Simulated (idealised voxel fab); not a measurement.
The process module presented herein is designated voxel gate over fins.
Section shown: cut. Width: 270 nm. Cell size: 5 nm, square.
Just so we're on the same page, the cross-sections are grids of square cells, and they're listed out in bands top to bottom, each band one or more rows deep.
Quick guide to a band line: top height, bottom height (nm) up front; then every material left to right with its width in nm. Only one material and it's marked "edge to edge"? Then it fills the band edge to edge. And "blank" just means empty space.
All heights in this document are referenced to 0, defined as the level beneath which the wafer, as received, consists entirely of one material. The lowest band is not bounded below; it extends indefinitely downward and is written in the form "z 0 and below".
So if you see something like "30->40" for the width, read it as the top row of the band sitting at the first number and the bottom row at the second, with every row in between moving by the same amount as the last.
Key: "no change" - step with no changed cell in the cross-section.
"Voids, enclosed" lists enclosed empty spaces (at least 8 cells, no open path upward to the top), each as width x height at distance from the left edge, in nm.
Heads up: the bit after the settings on a step's line is the simulator's remark on that step.
What "overlay nm" on a step's line means: if the step has a mask, that mask lay this far to the right of its planned place, or, when the value is negative, to the left.
## Listed below are the process steps as planned
1 RECEIVE [material Si]
2 CONFORMAL_DEP [material SiN] [thk nm 5]
3 DIRECTIONAL_DEP [material aC] [thk nm 10]
4 PATTERN [tone cover] [mask id FINS] [material resist] [width nm 15] [pitch nm 50] [thk nm 30] [overlay nm 0]
5 DIRECTIONAL_ETCH [etch materials aC] [depth nm 10]
6 STRIP [etch materials resist]
7 DIRECTIONAL_ETCH [etch materials SiN] [depth nm 5]
8 DIRECTIONAL_ETCH [etch materials Si] [depth nm 40]
9 STRIP [etch materials aC]
10 FILL_DEP [material SiO2] [thk nm 5]
11 CMP [height nm 5]
12 PATTERN [tone open] [mask id RAIL] [material resist] [width nm 15] [thk nm 20] [overlay nm 0]
13 DIRECTIONAL_ETCH [etch materials SiO2] [depth nm 40]
14 STRIP [etch materials resist]
15 CONFORMAL_DEP [material TiN] [thk nm 5]
16 FILL_DEP [material W] [thk nm 5]
17 CMP [height nm 5]
18 SELECTIVE_ETCH [etch materials W Ru TiN] [depth nm 20]
19 FILL_DEP [material SiO2] [thk nm 5]
20 CMP [height nm 5]
21 SELECTIVE_ETCH [etch materials SiO2] [depth nm 15]
22 STRIP [etch materials SiN]
23 CONFORMAL_DEP [material HfO2] [thk nm 5]
24 CONFORMAL_DEP [material TiN] [thk nm 5]
25 FILL_DEP [material W] [thk nm 10]
26 CMP [height nm 15]
27 CONFORMAL_DEP [material SiCN] [thk nm 5]
## First of two wafers: run as planned
## Received-state cross-section, reflecting completion of step 1
    z 0 and below  Si edge to edge
    Voids, enclosed: none
## After step 2, in cross-section
    z 5 to 0  SiN edge to edge
    Lower than 0, everything is as it was.
## After step 3, in cross-section
    z 15 to 5  aC edge to edge
    Lower than 5, everything is as it was.
## After step 4, in cross-section
    z 45 to 15  100 nm blank | 15 nm resist | 35 nm blank | 15 nm resist | 105 nm blank
    Lower than 15, everything is as it was.
## After step 5, in cross-section
    z 35 to 15  100 nm blank | 15 nm resist | 35 nm blank | 15 nm resist | 105 nm blank
    z 15 to 5  100 nm blank | 15 nm aC | 35 nm blank | 15 nm aC | 105 nm blank
    Lower than 5, everything is as it was.
## After step 6, in cross-section
    z 15 to 5  100 nm blank | 15 nm aC | 35 nm blank | 15 nm aC | 105 nm blank
    Lower than 5, everything is as it was.
## After step 7, in cross-section
    z 15 to 5  100 nm blank | 15 nm aC | 35 nm blank | 15 nm aC | 105 nm blank
    z 5 to 0  100 nm blank | 15 nm SiN | 35 nm blank | 15 nm SiN | 105 nm blank
    Lower than 0, everything is as it was.
## After step 8, in cross-section
    z 15 to 5  100 nm blank | 15 nm aC | 35 nm blank | 15 nm aC | 105 nm blank
    z 5 to 0  100 nm blank | 15 nm SiN | 35 nm blank | 15 nm SiN | 105 nm blank
    z 0 to -40  100 nm blank | 15 nm Si | 35 nm blank | 15 nm Si | 105 nm blank
    Lower than -40, everything is as it was.
## After step 9, in cross-section
    z 5 to 0  100 nm blank | 15 nm SiN | 35 nm blank | 15 nm SiN | 105 nm blank
    Lower than 0, everything is as it was.
## After step 10, in cross-section
    z 10 to 5  SiO2 edge to edge
    z 5 to 0  100 nm SiO2 | 15 nm SiN | 35 nm SiO2 | 15 nm SiN | 105 nm SiO2
    z 0 to -40  100 nm SiO2 | 15 nm Si | 35 nm SiO2 | 15 nm Si | 105 nm SiO2
    Lower than -40, everything is as it was.
## After step 11, in cross-section
    z 5 to 0  100 nm SiO2 | 15 nm SiN | 35 nm SiO2 | 15 nm SiN | 105 nm SiO2
    Lower than 0, everything is as it was.
## After step 12, in cross-section
    z 25 to 5  125 nm resist | 15 nm blank | 130 nm resist
    Lower than 5, everything is as it was.
## After step 13, in cross-section
    z 25 to 5  125 nm resist | 15 nm blank | 130 nm resist
    z 5 to 0  100 nm SiO2 | 15 nm SiN | 10 nm SiO2 | 15 nm blank | 10 nm SiO2 | 15 nm SiN | 105 nm SiO2
    z 0 to -35  100 nm SiO2 | 15 nm Si | 10 nm SiO2 | 15 nm blank | 10 nm SiO2 | 15 nm Si | 105 nm SiO2
    Lower than -35, everything is as it was.
## After step 14, in cross-section
    z 5 to 0  100 nm SiO2 | 15 nm SiN | 10 nm SiO2 | 15 nm blank | 10 nm SiO2 | 15 nm SiN | 105 nm SiO2
    Lower than 0, everything is as it was.
## After step 15, in cross-section
    z 10 to 5  130 nm TiN | 5 nm blank | 135 nm TiN
    z 5 to 0  100 nm SiO2 | 15 nm SiN | 10 nm SiO2 | 5 nm TiN | 5 nm blank | 5 nm TiN | 10 nm SiO2 | 15 nm SiN | 105 nm SiO2
    z 0 to -30  100 nm SiO2 | 15 nm Si | 10 nm SiO2 | 5 nm TiN | 5 nm blank | 5 nm TiN | 10 nm SiO2 | 15 nm Si | 105 nm SiO2
    z -30 to -35  100 nm SiO2 | 15 nm Si | 10 nm SiO2 | 15 nm TiN | 10 nm SiO2 | 15 nm Si | 105 nm SiO2
    Lower than -35, everything is as it was.
## After step 16, in cross-section
    z 15 to 10  W edge to edge
    z 10 to 5  130 nm TiN | 5 nm W | 135 nm TiN
    z 5 to 0  100 nm SiO2 | 15 nm SiN | 10 nm SiO2 | 5 nm TiN | 5 nm W | 5 nm TiN | 10 nm SiO2 | 15 nm SiN | 105 nm SiO2
    z 0 to -30  100 nm SiO2 | 15 nm Si | 10 nm SiO2 | 5 nm TiN | 5 nm W | 5 nm TiN | 10 nm SiO2 | 15 nm Si | 105 nm SiO2
    Lower than -30, everything is as it was.
## After step 17, in cross-section
    z 5 to 0  100 nm SiO2 | 15 nm SiN | 10 nm SiO2 | 5 nm TiN | 5 nm W | 5 nm TiN | 10 nm SiO2 | 15 nm SiN | 105 nm SiO2
    Lower than 0, everything is as it was.
## After step 18, in cross-section
    z 5 to 0  100 nm SiO2 | 15 nm SiN | 10 nm SiO2 | 15 nm blank | 10 nm SiO2 | 15 nm SiN | 105 nm SiO2
    z 0 to -15  100 nm SiO2 | 15 nm Si | 10 nm SiO2 | 15 nm blank | 10 nm SiO2 | 15 nm Si | 105 nm SiO2
    Lower than -15, everything is as it was.
## After step 19, in cross-section
    z 10 to 5  SiO2 edge to edge
    z 5 to 0  100 nm SiO2 | 15 nm SiN | 35 nm SiO2 | 15 nm SiN | 105 nm SiO2
    z 0 to -15  100 nm SiO2 | 15 nm Si | 35 nm SiO2 | 15 nm Si | 105 nm SiO2
    Lower than -15, everything is as it was.
## After step 20, in cross-section
    z 5 to 0  100 nm SiO2 | 15 nm SiN | 35 nm SiO2 | 15 nm SiN | 105 nm SiO2
    Lower than 0, everything is as it was.
## After step 21, in cross-section
    z 5 to 0  100 nm blank | 15 nm SiN | 35 nm blank | 15 nm SiN | 105 nm blank
    z 0 to -10  100 nm blank | 15 nm Si | 35 nm blank | 15 nm Si | 105 nm blank
    Lower than -10, everything is as it was.
## After step 22, in cross-section
    z 0 to -10  100 nm blank | 15 nm Si | 35 nm blank | 15 nm Si | 105 nm blank
    Lower than -10, everything is as it was.
## After step 23, in cross-section
    z 5 to 0  95 nm blank | 25 nm HfO2 | 25 nm blank | 25 nm HfO2 | 100 nm blank
    z 0 to -5  95 nm blank | 5 nm HfO2 | 15 nm Si | 5 nm HfO2 | 25 nm blank | 5 nm HfO2 | 15 nm Si | 5 nm HfO2 | 100 nm blank
    z -5 to -10  100 nm HfO2 | 15 nm Si | 35 nm HfO2 | 15 nm Si | 105 nm HfO2
    Lower than -10, everything is as it was.
## After step 24, in cross-section
    z 10 to 5  90 nm blank | 35 nm TiN | 15 nm blank | 35 nm TiN | 95 nm blank
    z 5 to 0  90 nm blank | 5 nm TiN | 25 nm HfO2 | 5 nm TiN | 15 nm blank | 5 nm TiN | 25 nm HfO2 | 5 nm TiN | 95 nm blank
    z 0 to -5  95 nm TiN | 5 nm HfO2 | 15 nm Si | 5 nm HfO2 | 25 nm TiN | 5 nm HfO2 | 15 nm Si | 5 nm HfO2 | 100 nm TiN
    Lower than -5, everything is as it was.
## After step 25, in cross-section
    z 20 to 10  W edge to edge
    z 10 to 5  90 nm W | 35 nm TiN | 15 nm W | 35 nm TiN | 95 nm W
    z 5 to 0  90 nm W | 5 nm TiN | 25 nm HfO2 | 5 nm TiN | 15 nm W | 5 nm TiN | 25 nm HfO2 | 5 nm TiN | 95 nm W
    Lower than 0, everything is as it was.
## After step 26, in cross-section
    z 15 to 10  W edge to edge
    Lower than 10, everything is as it was.
## After step 27, in cross-section
    z 20 to 15  SiCN edge to edge
    Lower than 15, everything is as it was.
## Notes, second wafer: start = first wafer's, plan = first wafer's, execution had one mistake; history identical to first through step 11
## Cross-section of the second wafer at the time step 12 of the plan should have ended
    z 25 to 5  125 nm resist | 20 nm blank | 125 nm resist
    Lower than 5, everything is as it was.
## Cross-section of the second wafer at the time step 13 of the plan should have ended
    z 25 to 5  125 nm resist | 20 nm blank | 125 nm resist
    z 5 to 0  100 nm SiO2 | 15 nm SiN | 10 nm SiO2 | 20 nm blank | 5 nm SiO2 | 15 nm SiN | 105 nm SiO2
    z 0 to -35  100 nm SiO2 | 15 nm Si | 10 nm SiO2 | 20 nm blank | 5 nm SiO2 | 15 nm Si | 105 nm SiO2
    Lower than -35, everything is as it was.
## Cross-section of the second wafer at the time step 14 of the plan should have ended
    z 5 to 0  100 nm SiO2 | 15 nm SiN | 10 nm SiO2 | 20 nm blank | 5 nm SiO2 | 15 nm SiN | 105 nm SiO2
    Lower than 0, everything is as it was.
## Cross-section of the second wafer at the time step 15 of the plan should have ended
    z 10 to 5  130 nm TiN | 10 nm blank | 130 nm TiN
    z 5 to 0  100 nm SiO2 | 15 nm SiN | 10 nm SiO2 | 5 nm TiN | 10 nm blank | 5 nm TiN | 5 nm SiO2 | 15 nm SiN | 105 nm SiO2
    z 0 to -30  100 nm SiO2 | 15 nm Si | 10 nm SiO2 | 5 nm TiN | 10 nm blank | 5 nm TiN | 5 nm SiO2 | 15 nm Si | 105 nm SiO2
    z -30 to -35  100 nm SiO2 | 15 nm Si | 10 nm SiO2 | 20 nm TiN | 5 nm SiO2 | 15 nm Si | 105 nm SiO2
    Lower than -35, everything is as it was.
## Cross-section of the second wafer at the time step 16 of the plan should have ended
    z 15 to 10  W edge to edge
    z 10 to 5  130 nm TiN | 10 nm W | 130 nm TiN
    z 5 to 0  100 nm SiO2 | 15 nm SiN | 10 nm SiO2 | 5 nm TiN | 10 nm W | 5 nm TiN | 5 nm SiO2 | 15 nm SiN | 105 nm SiO2
    z 0 to -30  100 nm SiO2 | 15 nm Si | 10 nm SiO2 | 5 nm TiN | 10 nm W | 5 nm TiN | 5 nm SiO2 | 15 nm Si | 105 nm SiO2
    Lower than -30, everything is as it was.
## Cross-section of the second wafer at the time step 17 of the plan should have ended
    z 5 to 0  100 nm SiO2 | 15 nm SiN | 10 nm SiO2 | 5 nm TiN | 10 nm W | 5 nm TiN | 5 nm SiO2 | 15 nm SiN | 105 nm SiO2
    Lower than 0, everything is as it was.
## Cross-section of the second wafer at the time step 18 of the plan should have ended
    z 5 to 0  100 nm SiO2 | 15 nm SiN | 10 nm SiO2 | 20 nm blank | 5 nm SiO2 | 15 nm SiN | 105 nm SiO2
    z 0 to -15  100 nm SiO2 | 15 nm Si | 10 nm SiO2 | 20 nm blank | 5 nm SiO2 | 15 nm Si | 105 nm SiO2
    Lower than -15, everything is as it was.
## Cross-section of the second wafer at the time step 19 of the plan should have ended
    z 10 to 5  SiO2 edge to edge
    z 5 to 0  100 nm SiO2 | 15 nm SiN | 35 nm SiO2 | 15 nm SiN | 105 nm SiO2
    z 0 to -15  100 nm SiO2 | 15 nm Si | 35 nm SiO2 | 15 nm Si | 105 nm SiO2
    Lower than -15, everything is as it was.
## Cross-section of the second wafer at the time step 20 of the plan should have ended
    z 5 to 0  100 nm SiO2 | 15 nm SiN | 35 nm SiO2 | 15 nm SiN | 105 nm SiO2
    Lower than 0, everything is as it was.
## Cross-section of the second wafer at the time step 21 of the plan should have ended
    z 5 to 0  100 nm blank | 15 nm SiN | 35 nm blank | 15 nm SiN | 105 nm blank
    z 0 to -10  100 nm blank | 15 nm Si | 35 nm blank | 15 nm Si | 105 nm blank
    Lower than -10, everything is as it was.
## Cross-section of the second wafer at the time step 22 of the plan should have ended
    z 0 to -10  100 nm blank | 15 nm Si | 35 nm blank | 15 nm Si | 105 nm blank
    Lower than -10, everything is as it was.
## Cross-section of the second wafer at the time step 23 of the plan should have ended
    z 5 to 0  95 nm blank | 25 nm HfO2 | 25 nm blank | 25 nm HfO2 | 100 nm blank
    z 0 to -5  95 nm blank | 5 nm HfO2 | 15 nm Si | 5 nm HfO2 | 25 nm blank | 5 nm HfO2 | 15 nm Si | 5 nm HfO2 | 100 nm blank
    z -5 to -10  100 nm HfO2 | 15 nm Si | 35 nm HfO2 | 15 nm Si | 105 nm HfO2
    Lower than -10, everything is as it was.
## Cross-section of the second wafer at the time step 24 of the plan should have ended
    z 10 to 5  90 nm blank | 35 nm TiN | 15 nm blank | 35 nm TiN | 95 nm blank
    z 5 to 0  90 nm blank | 5 nm TiN | 25 nm HfO2 | 5 nm TiN | 15 nm blank | 5 nm TiN | 25 nm HfO2 | 5 nm TiN | 95 nm blank
    z 0 to -5  95 nm TiN | 5 nm HfO2 | 15 nm Si | 5 nm HfO2 | 25 nm TiN | 5 nm HfO2 | 15 nm Si | 5 nm HfO2 | 100 nm TiN
    Lower than -5, everything is as it was.
## Cross-section of the second wafer at the time step 25 of the plan should have ended
    z 20 to 10  W edge to edge
    z 10 to 5  90 nm W | 35 nm TiN | 15 nm W | 35 nm TiN | 95 nm W
    z 5 to 0  90 nm W | 5 nm TiN | 25 nm HfO2 | 5 nm TiN | 15 nm W | 5 nm TiN | 25 nm HfO2 | 5 nm TiN | 95 nm W
    Lower than 0, everything is as it was.
## Cross-section of the second wafer at the time step 26 of the plan should have ended
    z 15 to 10  W edge to edge
    Lower than 10, everything is as it was.
## Cross-section of the second wafer at the time step 27 of the plan should have ended
    z 20 to 15  SiCN edge to edge
    Lower than 15, everything is as it was.
Diagnosis: step 12 changed vs plan, executed as PATTERN [tone open] [mask id RAIL] [material resist] [width nm 20] [thk nm 20] [overlay nm 0]
The second wafer ends with more or fewer cells of some materials than the first, per final count: -4 SiO2 | +1 TiN | +3 W
